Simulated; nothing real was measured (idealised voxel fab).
Process module under the name voxel ribs on slabs
The figure presents cross-section cut, which has a width of 265 nm and is divided into square cells with an edge length of 5 nm.
Cross-section, as written here: a square-cell grid given band by band from the top down, where a band holds one or more rows of cells.
Top, bottom (nm), then materials left to right with widths (nm); lone material tagged "throughout" fills the whole band edge to edge; "air" = empty space.
Heights are reckoned from 0. Under this level, the received wafer is all of one material. The bottommost band is open-ended downward, for example "z 0 and below".
Top row gets the first number, bottom row gets the second, and each row in between changes by the same step: that is how a band width like "30->40" works.
Basically "nothing changed" means that step didn't change any cell in the cross-section.
Each empty space that has no open way to the top and spans at least 8 cells appears under "Sealed voids" as width x height at distance, the distance counted from the left edge, all in nm.
Read whatever lies past the settings on a step's line as the simulator's own remark about the step.
If you see "overlay nm" on a step's line and that step has a mask, it's telling you how far right of where it was planned the mask ended up; a negative number means it went left instead.
What follows is a series of pairs. Each pair shows a cross-section before one process step and the cross-section after it, and the after view is drawn only down to the lowest band that changed. Beneath each pair is the step that lies between the two, with its settings. Pairs may come from different runs of this module on the same starting wafer, so a pair continues from the one above it only where its entry headed "Before the step" says so.

# Before the step
  z 0 and below = Si throughout
  Sealed voids: none

# Section After Processing
  z 30 to 0 = SiO2 throughout
  Lower than 0, everything is as it was.
  Sealed voids: none
Step linking the sections shown: DIRECTIONAL_DEP (material SiO2; thk nm 30)

Before the step: The structure entering this step is exactly what the pair just above shows after its step.

# Section After Processing
  z 50 to 30 = polySi throughout
  Lower than 30, everything is as it was.
  Sealed voids: none
Step linking the sections shown: DIRECTIONAL_DEP (material polySi; thk nm 20)

Before the step: The structure entering this step is exactly what the pair just above shows after its step.

# Section After Processing
  z 60 to 50 = aC throughout
  Lower than 50, everything is as it was.
  Sealed voids: none
Step linking the sections shown: DIRECTIONAL_DEP (material aC; thk nm 10)

Before the step: The structure entering this step is exactly what the pair just above shows after its step.

# Section After Processing
  z 85 to 60 = air=120, resist=25, air=120
  Lower than 60, everything is as it was.
  Sealed voids: none
Step linking the sections shown: PATTERN (tone cover; mask id RIB; material resist; width nm 25; thk nm 25; overlay nm 0)

Before the step: The structure entering this step is exactly what the pair just above shows after its step.

# Section After Processing
  z 75 to 60 = air=120, resist=25, air=120
  z 60 to 50 = air=120, aC=25, air=120
  Lower than 50, everything is as it was.
  Sealed voids: none
Step linking the sections shown: DIRECTIONAL_ETCH (etch materials aC; depth nm 10)

Before the step: The structure entering this step is exactly what the pair just above shows after its step.

# Section After Processing
  z 60 to 50 = air=120, aC=25, air=120
  Lower than 50, everything is as it was.
  Sealed voids: none
Step linking the sections shown: STRIP (etch materials resist)

Before the step: The structure entering this step is exactly what the pair just above shows after its step.

# Section After Processing
  z 60 to 50 = air=120, aC=25, air=120
  z 50 to 40 = air=120, polySi=25, air=120
  Lower than 40, everything is as it was.
  Sealed voids: none
Step linking the sections shown: DIRECTIONAL_ETCH (etch materials polySi; depth nm 10)

Before the step: The structure entering this step is exactly what the pair just above shows after its step.

# Section After Processing
  z 50 to 40 = air=120, polySi=25, air=120
  Lower than 40, everything is as it was.
  Sealed voids: none
Step linking the sections shown: STRIP (etch materials aC)

Before the step: The structure entering this step is exactly what the pair just above shows after its step.

# Section After Processing
  z 50 to 40 = air=120, polySi=25, air=120
  z 40 to 30 = air=90, polySi=85, air=90
  Lower than 30, everything is as it was.
  Sealed voids: none
Step linking the sections shown: MASKED_ETCH (tone cover; mask id SLAB; width nm 85; etch materials polySi; depth nm 10; overlay nm 0)

Before the step: The structure entering this step is exactly what the pair just above shows after its step.

# Section After Processing
  z 80 to 50 = SiO2 throughout
  z 50 to 40 = SiO2=120, polySi=25, SiO2=120
  z 40 to 30 = SiO2=90, polySi=85, SiO2=90
  Lower than 30, everything is as it was.
  Sealed voids: none
Step linking the sections shown: FILL_DEP (material SiO2; thk nm 30)

Before the step: The structure entering this step is exactly what the pair just above shows after its step.

# Section After Processing
  z 70 to 50 = SiO2 throughout
  Lower than 50, everything is as it was.
  Sealed voids: none
Step linking the sections shown: CMP (height nm 70)

Before the step: The structure entering this step is exactly what the pair just above shows after its step.

# Section After Processing
  z 75 to 70 = TiN throughout
  Lower than 70, everything is as it was.
  Sealed voids: none
Step linking the sections shown: DIRECTIONAL_DEP (material TiN; thk nm 5)

Before the step: The structure entering this step is exactly what the pair just above shows after its step.

# Section After Processing
  z 85 to 75 = aC throughout
  Lower than 75, everything is as it was.
  Sealed voids: none
Step linking the sections shown: DIRECTIONAL_DEP (material aC; thk nm 10)

Before the step: The structure entering this step is exactly what the pair just above shows after its step.

# Section After Processing
  z 115 to 85 = air=115, resist=35, air=115
  Lower than 85, everything is as it was.
  Sealed voids: none
Step linking the sections shown: PATTERN (tone cover; mask id HEATER; material resist; width nm 35; thk nm 30; overlay nm 0)

Before the step: The structure entering this step is exactly what the pair just above shows after its step.

# Section After Processing
  z 105 to 85 = air=115, resist=35, air=115
  z 85 to 75 = air=115, aC=35, air=115
  Lower than 75, everything is as it was.
  Sealed voids: none
Step linking the sections shown: DIRECTIONAL_ETCH (etch materials aC; depth nm 10)

Before the step: The structure entering this step is exactly what the pair just above shows after its step.

# Section After Processing
  z 85 to 75 = air=115, aC=35, air=115
  Lower than 75, everything is as it was.
  Sealed voids: none
Step linking the sections shown: STRIP (etch materials resist)

Before the step: The structure entering this step is exactly what the pair just above shows after its step.

# Section After Processing
  z 85 to 75 = air=115, aC=35, air=115
  z 75 to 70 = air=115, TiN=35, air=115
  Lower than 70, everything is as it was.
  Sealed voids: none
Step linking the sections shown: DIRECTIONAL_ETCH (etch materials TiN; depth nm 5)

Before the step: The structure entering this step is exactly what the pair just above shows after its step.

# Section After Processing
  z 75 to 70 = air=115, TiN=35, air=115
  Lower than 70, everything is as it was.
  Sealed voids: none
Step linking the sections shown: STRIP (etch materials aC)

Before the step: The structure entering this step is exactly what the pair just above shows after its step.

# Section After Processing
  z 80 to 75 = air=110, SiN=45, air=110
  z 75 to 70 = SiN=115, TiN=35, SiN=115
  Lower than 70, everything is as it was.
  Sealed voids: none
Step linking the sections shown: CONFORMAL_DEP (material SiN; thk nm 5)

# Before the step
  z 50 to 30 = polySi throughout
  z 30 to 0 = SiO2 throughout
  z 0 and below = Si throughout
  Sealed voids: none

# Section After Processing
  z 70 to 30 = polySi throughout
  Lower than 30, everything is as it was.
  Sealed voids: none
Step linking the sections shown: DIRECTIONAL_DEP (material polySi; thk nm 20)

Before the step: The structure entering this step is exactly what the pair just above shows after its step.

# Section After Processing
  z 80 to 70 = aC throughout
  Lower than 70, everything is as it was.
  Sealed voids: none
Step linking the sections shown: DIRECTIONAL_DEP (material aC; thk nm 10)

Before the step: The structure entering this step is exactly what the pair just above shows after its step.

# Section After Processing
  z 105 to 80 = air=120, resist=25, air=120
  Lower than 80, everything is as it was.
  Sealed voids: none
Step linking the sections shown: PATTERN (tone cover; mask id RIB; material resist; width nm 25; thk nm 25; overlay nm 0)

Before the step: The structure entering this step is exactly what the pair just above shows after its step.

# Section After Processing
  z 95 to 80 = air=120, resist=25, air=120
  z 80 to 70 = air=120, aC=25, air=120
  Lower than 70, everything is as it was.
  Sealed voids: none
Step linking the sections shown: DIRECTIONAL_ETCH (etch materials aC; depth nm 10)

Before the step: The structure entering this step is exactly what the pair just above shows after its step.

# Section After Processing
  z 80 to 70 = air=120, aC=25, air=120
  Lower than 70, everything is as it was.
  Sealed voids: none
Step linking the sections shown: STRIP (etch materials resist)

Before the step: The structure entering this step is exactly what the pair just above shows after its step.

# Section After Processing
  z 80 to 70 = air=120, aC=25, air=120
  z 70 to 60 = air=120, polySi=25, air=120
  Lower than 60, everything is as it was.
  Sealed voids: none
Step linking the sections shown: DIRECTIONAL_ETCH (etch materials polySi; depth nm 10)

Before the step: The structure entering this step is exactly what the pair just above shows after its step.

# Section After Processing
  z 70 to 60 = air=120, polySi=25, air=120
  Lower than 60, everything is as it was.
  Sealed voids: none
Step linking the sections shown: STRIP (etch materials aC)

Before the step: The structure entering this step is exactly what the pair just above shows after its step.

# Section After Processing
  z 70 to 60 = air=120, polySi=25, air=120
  z 60 to 50 = air=90, polySi=85, air=90
  Lower than 50, everything is as it was.
  Sealed voids: none
Step linking the sections shown: MASKED_ETCH (tone cover; mask id SLAB; width nm 85; etch materials polySi; depth nm 10; overlay nm 0)

Before the step: The structure entering this step is exactly what the pair just above shows after its step.

# Section After Processing
  z 100 to 70 = SiO2 throughout
  z 70 to 60 = SiO2=120, polySi=25, SiO2=120
  z 60 to 50 = SiO2=90, polySi=85, SiO2=90
  Lower than 50, everything is as it was.
  Sealed voids: none
Step linking the sections shown: FILL_DEP (material SiO2; thk nm 30)

Before the step: The structure entering this step is exactly what the pair just above shows after its step.

# Section After Processing
  z 70 to 60 = SiO2=120, polySi=25, SiO2=120
  Lower than 60, everything is as it was.
  Sealed voids: none
Step linking the sections shown: CMP (height nm 70)

Before the step: The structure entering this step is exactly what the pair just above shows after its step.

# Section After Processing
  z 75 to 70 = TiN throughout
  Lower than 70, everything is as it was.
  Sealed voids: none
Step linking the sections shown: DIRECTIONAL_DEP (material TiN; thk nm 5)

Before the step: The structure entering this step is exactly what the pair just above shows after its step.

# Section After Processing
  z 85 to 75 = aC throughout
  Lower than 75, everything is as it was.
  Sealed voids: none
Step linking the sections shown: DIRECTIONAL_DEP (material aC; thk nm 10)

Before the step: The structure entering this step is exactly what the pair just above shows after its step.

# Section After Processing
  z 115 to 85 = air=115, resist=35, air=115
  Lower than 85, everything is as it was.
  Sealed voids: none
Step linking the sections shown: PATTERN (tone cover; mask id HEATER; material resist; width nm 35; thk nm 30; overlay nm 0)

Before the step: The structure entering this step is exactly what the pair just above shows after its step.

# Section After Processing
  z 105 to 85 = air=115, resist=35, air=115
  z 85 to 75 = air=115, aC=35, air=115
  Lower than 75, everything is as it was.
  Sealed voids: none
Step linking the sections shown: DIRECTIONAL_ETCH (etch materials aC; depth nm 10)

Before the step: The structure entering this step is exactly what the pair just above shows after its step.

# Section After Processing
  z 85 to 75 = air=115, aC=35, air=115
  Lower than 75, everything is as it was.
  Sealed voids: none
Step linking the sections shown: STRIP (etch materials resist)

Before the step: The structure entering this step is exactly what the pair just above shows after its step.

# Section After Processing
  z 85 to 75 = air=115, aC=35, air=115
  z 75 to 70 = air=115, TiN=35, air=115
  Lower than 70, everything is as it was.
  Sealed voids: none
Step linking the sections shown: DIRECTIONAL_ETCH (etch materials TiN; depth nm 5)

Before the step: The structure entering this step is exactly what the pair just above shows after its step.

# Section After Processing
  z 75 to 70 = air=115, TiN=35, air=115
  Lower than 70, everything is as it was.
  Sealed voids: none
Step linking the sections shown: STRIP (etch materials aC)

Before the step: The structure entering this step is exactly what the pair just above shows after its step.

# Section After Processing
  z 80 to 75 = air=110, SiN=45, air=110
  z 75 to 70 = SiN=115, TiN=35, SiN=115
  Lower than 70, everything is as it was.
  Sealed voids: none
Step linking the sections shown: CONFORMAL_DEP (material SiN; thk nm 5)

# Before the step
  z 30 to 0 = SiO2 throughout
  z 0 and below = Si throughout
  Sealed voids: none

# Section After Processing
  z 40 to 30 = aC throughout
  Lower than 30, everything is as it was.
  Sealed voids: none
Step linking the sections shown: DIRECTIONAL_DEP (material aC; thk nm 10)

Before the step: The structure entering this step is exactly what the pair just above shows after its step.

# Section After Processing
  z 60 to 40 = polySi throughout
  Lower than 40, everything is as it was.
  Sealed voids: none
Step linking the sections shown: DIRECTIONAL_DEP (material polySi; thk nm 20)

Before the step: The structure entering this step is exactly what the pair just above shows after its step.

# Section After Processing
  z 85 to 60 = air=120, resist=25, air=120
  Lower than 60, everything is as it was.
  Sealed voids: none
Step linking the sections shown: PATTERN (tone cover; mask id RIB; material resist; width nm 25; thk nm 25; overlay nm 0)

Before the step: The structure entering this step is exactly what the pair just above shows after its step.

# Section After Processing
  z 75 to 60 = air=120, resist=25, air=120
  Lower than 60, everything is as it was.
  Sealed voids: none
Step linking the sections shown: DIRECTIONAL_ETCH (etch materials aC; depth nm 10)

Before the step: The structure entering this step is exactly what the pair just above shows after its step.

# Section After Processing
  z 60 to 40 = polySi throughout
  Lower than 40, everything is as it was.
  Sealed voids: none
Step linking the sections shown: STRIP (etch materials resist)

Before the step: The structure entering this step is exactly what the pair just above shows after its step.

# Section After Processing
  z 50 to 40 = polySi throughout
  Lower than 40, everything is as it was.
  Sealed voids: none
Step linking the sections shown: DIRECTIONAL_ETCH (etch materials polySi; depth nm 10)

Before the step: The structure entering this step is exactly what the pair just above shows after its step.

# Section After Processing
  z 50 to 40 = air=90, polySi=85, air=90
  Lower than 40, everything is as it was.
  Sealed voids: none
Step linking the sections shown: MASKED_ETCH (tone cover; mask id SLAB; width nm 85; etch materials polySi; depth nm 10; overlay nm 0)

Before the step: The structure entering this step is exactly what the pair just above shows after its step.

# Section After Processing
  z 80 to 50 = SiO2 throughout
  z 50 to 40 = SiO2=90, polySi=85, SiO2=90
  Lower than 40, everything is as it was.
  Sealed voids: none
Step linking the sections shown: FILL_DEP (material SiO2; thk nm 30)

Before the step: The structure entering this step is exactly what the pair just above shows after its step.

# Section After Processing
  z 70 to 50 = SiO2 throughout
  Lower than 50, everything is as it was.
  Sealed voids: none
Step linking the sections shown: CMP (height nm 70)

Before the step: The structure entering this step is exactly what the pair just above shows after its step.

# Section After Processing
  z 75 to 70 = TiN throughout
  Lower than 70, everything is as it was.
  Sealed voids: none
Step linking the sections shown: DIRECTIONAL_DEP (material TiN; thk nm 5)

Before the step: The structure entering this step is exactly what the pair just above shows after its step.

# Section After Processing
  z 85 to 75 = aC throughout
  Lower than 75, everything is as it was.
  Sealed voids: none
Step linking the sections shown: DIRECTIONAL_DEP (material aC; thk nm 10)

Before the step: The structure entering this step is exactly what the pair just above shows after its step.

# Section After Processing
  z 115 to 85 = air=115, resist=35, air=115
  Lower than 85, everything is as it was.
  Sealed voids: none
Step linking the sections shown: PATTERN (tone cover; mask id HEATER; material resist; width nm 35; thk nm 30; overlay nm 0)

Before the step: The structure entering this step is exactly what the pair just above shows after its step.

# Section After Processing
  z 105 to 85 = air=115, resist=35, air=115
  z 85 to 75 = air=115, aC=35, air=115
  Lower than 75, everything is as it was.
  Sealed voids: none
Step linking the sections shown: DIRECTIONAL_ETCH (etch materials aC; depth nm 10)

Before the step: The structure entering this step is exactly what the pair just above shows after its step.

# Section After Processing
  z 85 to 75 = air=115, aC=35, air=115
  Lower than 75, everything is as it was.
  Sealed voids: none
Step linking the sections shown: STRIP (etch materials resist)

Before the step: The structure entering this step is exactly what the pair just above shows after its step.

# Section After Processing
  z 85 to 75 = air=115, aC=35, air=115
  z 75 to 70 = air=115, TiN=35, air=115
  Lower than 70, everything is as it was.
  Sealed voids: none
Step linking the sections shown: DIRECTIONAL_ETCH (etch materials TiN; depth nm 5)

Before the step: The structure entering this step is exactly what the pair just above shows after its step.

# Section After Processing
  z 75 to 70 = air=115, TiN=35, air=115
  Lower than 70, everything is as it was.
  Sealed voids: none
Step linking the sections shown: STRIP (etch materials aC)

Before the step: The structure entering this step is exactly what the pair just above shows after its step.

# Section After Processing
  z 80 to 75 = air=110, SiN=45, air=110
  z 75 to 70 = SiN=115, TiN=35, SiN=115
  Lower than 70, everything is as it was.
  Sealed voids: none
Step linking the sections shown: CONFORMAL_DEP (material SiN; thk nm 5)

# Before the step
  z 60 to 50 = air=120, aC=25, air=120
  z 50 to 30 = polySi throughout
  z 30 to 0 = SiO2 throughout
  z 0 and below = Si throughout
  Sealed voids: none

# Section After Processing
  z 60 to 50 = air=120, aC=25, air=120
  z 50 to 35 = air=120, polySi=25, air=120
  Lower than 35, everything is as it was.
  Sealed voids: none
Step linking the sections shown: DIRECTIONAL_ETCH (etch materials polySi; depth nm 15)

Before the step: The structure entering this step is exactly what the pair just above shows after its step.

# Section After Processing
  z 50 to 35 = air=120, polySi=25, air=120
  Lower than 35, everything is as it was.
  Sealed voids: none
Step linking the sections shown: STRIP (etch materials aC)

Before the step: The structure entering this step is exactly what the pair just above shows after its step.

# Section After Processing
  z 50 to 35 = air=120, polySi=25, air=120
  z 35 to 30 = air=90, polySi=85, air=90
  Lower than 30, everything is as it was.
  Sealed voids: none
Step linking the sections shown: MASKED_ETCH (tone cover; mask id SLAB; width nm 85; etch materials polySi; depth nm 10; overlay nm 0)

Before the step: The structure entering this step is exactly what the pair just above shows after its step.

# Section After Processing
  z 80 to 50 = SiO2 throughout
  z 50 to 35 = SiO2=120, polySi=25, SiO2=120
  z 35 to 30 = SiO2=90, polySi=85, SiO2=90
  Lower than 30, everything is as it was.
  Sealed voids: none
Step linking the sections shown: FILL_DEP (material SiO2; thk nm 30)

Before the step: The structure entering this step is exactly what the pair just above shows after its step.

# Section After Processing
  z 70 to 50 = SiO2 throughout
  Lower than 50, everything is as it was.
  Sealed voids: none
Step linking the sections shown: CMP (height nm 70)

Before the step: The structure entering this step is exactly what the pair just above shows after its step.

# Section After Processing
  z 75 to 70 = TiN throughout
  Lower than 70, everything is as it was.
  Sealed voids: none
Step linking the sections shown: DIRECTIONAL_DEP (material TiN; thk nm 5)

Before the step: The structure entering this step is exactly what the pair just above shows after its step.

# Section After Processing
  z 85 to 75 = aC throughout
  Lower than 75, everything is as it was.
  Sealed voids: none
Step linking the sections shown: DIRECTIONAL_DEP (material aC; thk nm 10)

Before the step: The structure entering this step is exactly what the pair just above shows after its step.

# Section After Processing
  z 115 to 85 = air=115, resist=35, air=115
  Lower than 85, everything is as it was.
  Sealed voids: none
Step linking the sections shown: PATTERN (tone cover; mask id HEATER; material resist; width nm 35; thk nm 30; overlay nm 0)

Before the step: The structure entering this step is exactly what the pair just above shows after its step.

# Section After Processing
  z 105 to 85 = air=115, resist=35, air=115
  z 85 to 75 = air=115, aC=35, air=115
  Lower than 75, everything is as it was.
  Sealed voids: none
Step linking the sections shown: DIRECTIONAL_ETCH (etch materials aC; depth nm 10)

Before the step: The structure entering this step is exactly what the pair just above shows after its step.

# Section After Processing
  z 85 to 75 = air=115, aC=35, air=115
  Lower than 75, everything is as it was.
  Sealed voids: none
Step linking the sections shown: STRIP (etch materials resist)

Before the step: The structure entering this step is exactly what the pair just above shows after its step.

# Section After Processing
  z 85 to 75 = air=115, aC=35, air=115
  z 75 to 70 = air=115, TiN=35, air=115
  Lower than 70, everything is as it was.
  Sealed voids: none
Step linking the sections shown: DIRECTIONAL_ETCH (etch materials TiN; depth nm 5)

Before the step: The structure entering this step is exactly what the pair just above shows after its step.

# Section After Processing
  z 75 to 70 = air=115, TiN=35, air=115
  Lower than 70, everything is as it was.
  Sealed voids: none
Step linking the sections shown: STRIP (etch materials aC)

Before the step: The structure entering this step is exactly what the pair just above shows after its step.

# Section After Processing
  z 80 to 75 = air=110, SiN=45, air=110
  z 75 to 70 = SiN=115, TiN=35, SiN=115
  Lower than 70, everything is as it was.
  Sealed voids: none
Step linking the sections shown: CONFORMAL_DEP (material SiN; thk nm 5)

# Before the step
  z 50 to 40 = air=120, polySi=25, air=120
  z 40 to 30 = polySi throughout
  z 30 to 0 = SiO2 throughout
  z 0 and below = Si throughout
  Sealed voids: none

# Section After Processing
  z 50 to 40 = air=120, polySi=25, air=120
  z 40 to 30 = air=95, polySi=75, air=95
  Lower than 30, everything is as it was.
  Sealed voids: none
Step linking the sections shown: MASKED_ETCH (tone cover; mask id SLAB; width nm 75; etch materials polySi; depth nm 10; overlay nm 0)

Before the step: The structure entering this step is exactly what the pair just above shows after its step.

# Section After Processing
  z 80 to 50 = SiO2 throughout
  z 50 to 40 = SiO2=120, polySi=25, SiO2=120
  z 40 to 30 = SiO2=95, polySi=75, SiO2=95
  Lower than 30, everything is as it was.
  Sealed voids: none
Step linking the sections shown: FILL_DEP (material SiO2; thk nm 30)

Before the step: The structure entering this step is exactly what the pair just above shows after its step.

# Section After Processing
  z 70 to 50 = SiO2 throughout
  Lower than 50, everything is as it was.
  Sealed voids: none
Step linking the sections shown: CMP (height nm 70)

Before the step: The structure entering this step is exactly what the pair just above shows after its step.

# Section After Processing
  z 75 to 70 = TiN throughout
  Lower than 70, everything is as it was.
  Sealed voids: none
Step linking the sections shown: DIRECTIONAL_DEP (material TiN; thk nm 5)

Before the step: The structure entering this step is exactly what the pair just above shows after its step.

# Section After Processing
  z 85 to 75 = aC throughout
  Lower than 75, everything is as it was.
  Sealed voids: none
Step linking the sections shown: DIRECTIONAL_DEP (material aC; thk nm 10)

Before the step: The structure entering this step is exactly what the pair just above shows after its step.

# Section After Processing
  z 115 to 85 = air=115, resist=35, air=115
  Lower than 85, everything is as it was.
  Sealed voids: none
Step linking the sections shown: PATTERN (tone cover; mask id HEATER; material resist; width nm 35; thk nm 30; overlay nm 0)

Before the step: The structure entering this step is exactly what the pair just above shows after its step.

# Section After Processing
  z 105 to 85 = air=115, resist=35, air=115
  z 85 to 75 = air=115, aC=35, air=115
  Lower than 75, everything is as it was.
  Sealed voids: none
Step linking the sections shown: DIRECTIONAL_ETCH (etch materials aC; depth nm 10)

Before the step: The structure entering this step is exactly what the pair just above shows after its step.

# Section After Processing
  z 85 to 75 = air=115, aC=35, air=115
  Lower than 75, everything is as it was.
  Sealed voids: none
Step linking the sections shown: STRIP (etch materials resist)

Before the step: The structure entering this step is exactly what the pair just above shows after its step.

# Section After Processing
  z 85 to 75 = air=115, aC=35, air=115
  z 75 to 70 = air=115, TiN=35, air=115
  Lower than 70, everything is as it was.
  Sealed voids: none
Step linking the sections shown: DIRECTIONAL_ETCH (etch materials TiN; depth nm 5)

Before the step: The structure entering this step is exactly what the pair just above shows after its step.

# Section After Processing
  z 75 to 70 = air=115, TiN=35, air=115
  Lower than 70, everything is as it was.
  Sealed voids: none
Step linking the sections shown: STRIP (etch materials aC)

Before the step: The structure entering this step is exactly what the pair just above shows after its step.

# Section After Processing
  z 80 to 75 = air=110, SiN=45, air=110
  z 75 to 70 = SiN=115, TiN=35, SiN=115
  Lower than 70, everything is as it was.
  Sealed voids: none
Step linking the sections shown: CONFORMAL_DEP (material SiN; thk nm 5)

# Before the step
  z 60 to 50 = aC throughout
  z 50 to 30 = polySi throughout
  z 30 to 0 = SiO2 throughout
  z 0 and below = Si throughout
  Sealed voids: none

# Section After Processing
  z 85 to 60 = air=130, resist=25, air=110
  Lower than 60, everything is as it was.
  Sealed voids: none
Step linking the sections shown: PATTERN (tone cover; mask id RIB; material resist; width nm 25; thk nm 25; overlay nm 10)

Before the step: The structure entering this step is exactly what the pair just above shows after its step.

# Section After Processing
  z 75 to 60 = air=130, resist=25, air=110
  z 60 to 50 = air=130, aC=25, air=110
  Lower than 50, everything is as it was.
  Sealed voids: none
Step linking the sections shown: DIRECTIONAL_ETCH (etch materials aC; depth nm 10)

Before the step: The structure entering this step is exactly what the pair just above shows after its step.

# Section After Processing
  z 60 to 50 = air=130, aC=25, air=110
  Lower than 50, everything is as it was.
  Sealed voids: none
Step linking the sections shown: STRIP (etch materials resist)

Before the step: The structure entering this step is exactly what the pair just above shows after its step.

# Section After Processing
  z 60 to 50 = air=130, aC=25, air=110
  z 50 to 40 = air=130, polySi=25, air=110
  Lower than 40, everything is as it was.
  Sealed voids: none
Step linking the sections shown: DIRECTIONAL_ETCH (etch materials polySi; depth nm 10)

Before the step: The structure entering this step is exactly what the pair just above shows after its step.

# Section After Processing
  z 50 to 40 = air=130, polySi=25, air=110
  Lower than 40, everything is as it was.
  Sealed voids: none
Step linking the sections shown: STRIP (etch materials aC)

Before the step: The structure entering this step is exactly what the pair just above shows after its step.

# Section After Processing
  z 50 to 40 = air=130, polySi=25, air=110
  z 40 to 30 = air=90, polySi=85, air=90
  Lower than 30, everything is as it was.
  Sealed voids: none
Step linking the sections shown: MASKED_ETCH (tone cover; mask id SLAB; width nm 85; etch materials polySi; depth nm 10; overlay nm 0)

Before the step: The structure entering this step is exactly what the pair just above shows after its step.

# Section After Processing
  z 80 to 50 = SiO2 throughout
  z 50 to 40 = SiO2=130, polySi=25, SiO2=110
  z 40 to 30 = SiO2=90, polySi=85, SiO2=90
  Lower than 30, everything is as it was.
  Sealed voids: none
Step linking the sections shown: FILL_DEP (material SiO2; thk nm 30)

Before the step: The structure entering this step is exactly what the pair just above shows after its step.

# Section After Processing
  z 70 to 50 = SiO2 throughout
  Lower than 50, everything is as it was.
  Sealed voids: none
Step linking the sections shown: CMP (height nm 70)

Before the step: The structure entering this step is exactly what the pair just above shows after its step.

# Section After Processing
  z 75 to 70 = TiN throughout
  Lower than 70, everything is as it was.
  Sealed voids: none
Step linking the sections shown: DIRECTIONAL_DEP (material TiN; thk nm 5)

Before the step: The structure entering this step is exactly what the pair just above shows after its step.

# Section After Processing
  z 85 to 75 = aC throughout
  Lower than 75, everything is as it was.
  Sealed voids: none
Step linking the sections shown: DIRECTIONAL_DEP (material aC; thk nm 10)

Before the step: The structure entering this step is exactly what the pair just above shows after its step.

# Section After Processing
  z 115 to 85 = air=115, resist=35, air=115
  Lower than 85, everything is as it was.
  Sealed voids: none
Step linking the sections shown: PATTERN (tone cover; mask id HEATER; material resist; width nm 35; thk nm 30; overlay nm 0)

Before the step: The structure entering this step is exactly what the pair just above shows after its step.

# Section After Processing
  z 105 to 85 = air=115, resist=35, air=115
  z 85 to 75 = air=115, aC=35, air=115
  Lower than 75, everything is as it was.
  Sealed voids: none
Step linking the sections shown: DIRECTIONAL_ETCH (etch materials aC; depth nm 10)

Before the step: The structure entering this step is exactly what the pair just above shows after its step.

# Section After Processing
  z 85 to 75 = air=115, aC=35, air=115
  Lower than 75, everything is as it was.
  Sealed voids: none
Step linking the sections shown: STRIP (etch materials resist)

Before the step: The structure entering this step is exactly what the pair just above shows after its step.

# Section After Processing
  z 85 to 75 = air=115, aC=35, air=115
  z 75 to 70 = air=115, TiN=35, air=115
  Lower than 70, everything is as it was.
  Sealed voids: none
Step linking the sections shown: DIRECTIONAL_ETCH (etch materials TiN; depth nm 5)

Before the step: The structure entering this step is exactly what the pair just above shows after its step.

# Section After Processing
  z 75 to 70 = air=115, TiN=35, air=115
  Lower than 70, everything is as it was.
  Sealed voids: none
Step linking the sections shown: STRIP (etch materials aC)

Before the step: The structure entering this step is exactly what the pair just above shows after its step.

# Section After Processing
  z 80 to 75 = air=110, SiN=45, air=110
  z 75 to 70 = SiN=115, TiN=35, SiN=115
  Lower than 70, everything is as it was.
  Sealed voids: none
Step linking the sections shown: CONFORMAL_DEP (material SiN; thk nm 5)

# Before the step
  z 70 to 50 = SiO2 throughout
  z 50 to 40 = SiO2=120, polySi=25, SiO2=120
  z 40 to 30 = SiO2=90, polySi=85, SiO2=90
  z 30 to 0 = SiO2 throughout
  z 0 and below = Si throughout
  Sealed voids: none

# Section After Processing
  z 75 to 70 = polySi throughout
  Lower than 70, everything is as it was.
  Sealed voids: none
Step linking the sections shown: DIRECTIONAL_DEP (material polySi; thk nm 5)

Before the step: The structure entering this step is exactly what the pair just above shows after its step.

# Section After Processing
  z 85 to 75 = aC throughout
  Lower than 75, everything is as it was.
  Sealed voids: none
Step linking the sections shown: DIRECTIONAL_DEP (material aC; thk nm 10)

Before the step: The structure entering this step is exactly what the pair just above shows after its step.

# Section After Processing
  z 115 to 85 = air=115, resist=35, air=115
  Lower than 85, everything is as it was.
  Sealed voids: none
Step linking the sections shown: PATTERN (tone cover; mask id HEATER; material resist; width nm 35; thk nm 30; overlay nm 0)

Before the step: The structure entering this step is exactly what the pair just above shows after its step.

# Section After Processing
  z 105 to 85 = air=115, resist=35, air=115
  z 85 to 75 = air=115, aC=35, air=115
  Lower than 75, everything is as it was.
  Sealed voids: none
Step linking the sections shown: DIRECTIONAL_ETCH (etch materials aC; depth nm 10)

Before the step: The structure entering this step is exactly what the pair just above shows after its step.

# Section After Processing
  z 85 to 75 = air=115, aC=35, air=115
  Lower than 75, everything is as it was.
  Sealed voids: none
Step linking the sections shown: STRIP (etch materials resist)

Before the step: The structure entering this step is exactly what the pair just above shows after its step.

# Section After Processing
  z 75 to 70 = polySi throughout
  Lower than 70, everything is as it was.
  Sealed voids: none
Step linking the sections shown: STRIP (etch materials aC)

Before the step: The structure entering this step is exactly what the pair just above shows after its step.

# Section After Processing
  z 80 to 75 = SiN throughout
  Lower than 75, everything is as it was.
  Sealed voids: none
Step linking the sections shown: CONFORMAL_DEP (material SiN; thk nm 5)

# Before the step
  z 60 to 50 = aC throughout
  z 50 to 30 = polySi throughout
  z 30 to 0 = SiO2 throughout
  z 0 and below = Si throughout
  Sealed voids: none

# Section After Processing
  z 85 to 60 = resist=120, air=25, resist=120
  Lower than 60, everything is as it was.
  Sealed voids: none
Step linking the sections shown: PATTERN (tone open; mask id RIB; material resist; width nm 25; thk nm 25; overlay nm 0)

Before the step: The structure entering this step is exactly what the pair just above shows after its step.

# Section After Processing
  z 75 to 60 = resist=120, air=25, resist=120
  z 60 to 50 = aC=120, air=25, aC=120
  Lower than 50, everything is as it was.
  Sealed voids: none
Step linking the sections shown: DIRECTIONAL_ETCH (etch materials aC; depth nm 10)

Before the step: The structure entering this step is exactly what the pair just above shows after its step.

# Section After Processing
  z 60 to 50 = aC=120, air=25, aC=120
  Lower than 50, everything is as it was.
  Sealed voids: none
Step linking the sections shown: STRIP (etch materials resist)

Before the step: The structure entering this step is exactly what the pair just above shows after its step.

# Section After Processing
  z 60 to 50 = aC=120, air=25, aC=120
  z 50 to 40 = polySi=120, air=25, polySi=120
  Lower than 40, everything is as it was.
  Sealed voids: none
Step linking the sections shown: DIRECTIONAL_ETCH (etch materials polySi; depth nm 10)

Before the step: The structure entering this step is exactly what the pair just above shows after its step.

# Section After Processing
  z 50 to 40 = polySi=120, air=25, polySi=120
  Lower than 40, everything is as it was.
  Sealed voids: none
Step linking the sections shown: STRIP (etch materials aC)

Before the step: The structure entering this step is exactly what the pair just above shows after its step.

# Section After Processing
  z 50 to 40 = air=90, polySi=30, air=25, polySi=30, air=90
  Lower than 40, everything is as it was.
  Sealed voids: none
Step linking the sections shown: MASKED_ETCH (tone cover; mask id SLAB; width nm 85; etch materials polySi; depth nm 10; overlay nm 0)
